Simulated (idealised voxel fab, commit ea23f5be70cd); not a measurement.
process module | voxel fin reveal
cross-section cut | 245 nm wide | cells 5 nm
A cross-section is a grid of square cells, given in bands from the top down. A band is one or more rows of cells.
Each band's line starts with the height of the band's top and of its bottom, in nm. Then come its materials from left to right, each with its width in nm. One material with "throughout" fills the band from edge to edge. "air" is empty space.
Height 0 is the level under which the wafer as received is all one material. The lowest band goes on downwards, as in "0 down".
A width such as "30 to 40" changes by the same amount from each row of cells to the next, from the band's top row to its bottom row.
"no change" after a step means that no cell of the cross-section changed.
closed voids: empty space of 8 cells or more with no open way to the top, each as width x height at its distance from the left edge, in nm
after a step's settings: what the simulator itself notes on the step
overlay nm, on a step with a mask: how far to the right of its planned place the mask lay; to the left if negative
plan
1 op RECEIVE | material Si
2 op CONFORMAL_DEP | material SiN | thk nm 10
3 op PATTERN | tone cover | mask id FINS | material resist | width nm 15 | pitch nm 45 | thk nm 15 | overlay nm 0
4 op DIRECTIONAL_ETCH | etch materials SiN | depth nm 10
5 op DIRECTIONAL_ETCH | etch materials Si | depth nm 35
6 op STRIP | etch materials resist
7 op OXIDIZE | depth nm 5
8 op FILL_DEP | material SiO2 | thk nm 5
9 op CMP | height nm 10
10 op SELECTIVE_ETCH | etch materials SiO2 | depth nm 25
11 op STRIP | etch materials SiN
12 op CONFORMAL_DEP | material SiO2 | thk nm 5
first wafer, as planned
as received, after step 1
  0 down: Si throughout
  closed voids: none
after step 2
  10 to 0: SiN throughout
  below 0: unchanged
after step 3
  25 to 10: air 45 | resist 15 | air 30 | resist 15 | air 30 | resist 15 | air 30 | resist 15 | air 50
  below 10: unchanged
after step 4
  25 to 10: air 45 | resist 15 | air 30 | resist 15 | air 30 | resist 15 | air 30 | resist 15 | air 50
  10 to 0: air 45 | SiN 15 | air 30 | SiN 15 | air 30 | SiN 15 | air 30 | SiN 15 | air 50
  below 0: unchanged
after step 5
  25 to 10: air 45 | resist 15 | air 30 | resist 15 | air 30 | resist 15 | air 30 | resist 15 | air 50
  10 to 0: air 45 | SiN 15 | air 30 | SiN 15 | air 30 | SiN 15 | air 30 | SiN 15 | air 50
  0 to -35: air 45 | Si 15 | air 30 | Si 15 | air 30 | Si 15 | air 30 | Si 15 | air 50
  below -35: unchanged
after step 6
  10 to 0: air 45 | SiN 15 | air 30 | SiN 15 | air 30 | SiN 15 | air 30 | SiN 15 | air 50
  below 0: unchanged
after step 7
  10 to 0: air 45 | SiN 15 | air 30 | SiN 15 | air 30 | SiN 15 | air 30 | SiN 15 | air 50
  0 to -35: air 45 | SiO2 5 | Si 5 | SiO2 5 | air 30 | SiO2 5 | Si 5 | SiO2 5 | air 30 | SiO2 5 | Si 5 | SiO2 5 | air 30 | SiO2 5 | Si 5 | SiO2 5 | air 50
  -35 to -40: SiO2 50 | Si 5 | SiO2 40 | Si 5 | SiO2 40 | Si 5 | SiO2 40 | Si 5 | SiO2 55
  below -40: unchanged
after step 8
  15 to 10: SiO2 throughout
  10 to 0: SiO2 45 | SiN 15 | SiO2 30 | SiN 15 | SiO2 30 | SiN 15 | SiO2 30 | SiN 15 | SiO2 50
  0 to -40: SiO2 50 | Si 5 | SiO2 40 | Si 5 | SiO2 40 | Si 5 | SiO2 40 | Si 5 | SiO2 55
  below -40: unchanged
after step 9
  10 to 0: SiO2 45 | SiN 15 | SiO2 30 | SiN 15 | SiO2 30 | SiN 15 | SiO2 30 | SiN 15 | SiO2 50
  below 0: unchanged
after step 10
  10 to 0: air 45 | SiN 15 | air 30 | SiN 15 | air 30 | SiN 15 | air 30 | SiN 15 | air 50
  0 to -15: air 50 | Si 5 | air 40 | Si 5 | air 40 | Si 5 | air 40 | Si 5 | air 55
  below -15: unchanged
after step 11
  0 to -15: air 50 | Si 5 | air 40 | Si 5 | air 40 | Si 5 | air 40 | Si 5 | air 55
  below -15: unchanged
after step 12
  5 to 0: air 45 | SiO2 15 | air 30 | SiO2 15 | air 30 | SiO2 15 | air 30 | SiO2 15 | air 50
  0 to -10: air 45 | SiO2 5 | Si 5 | SiO2 5 | air 30 | SiO2 5 | Si 5 | SiO2 5 | air 30 | SiO2 5 | Si 5 | SiO2 5 | air 30 | SiO2 5 | Si 5 | SiO2 5 | air 50
  -10 to -40: SiO2 50 | Si 5 | SiO2 40 | Si 5 | SiO2 40 | Si 5 | SiO2 40 | Si 5 | SiO2 55
  below -40: unchanged
second wafer: like start, like plan, one mistake. Through step 11 it matches the first wafer
when step 12 should have ended: no change
what went wrong: step 12 was left out
at the end the second wafer has, in cells: 73 fewer of SiO2
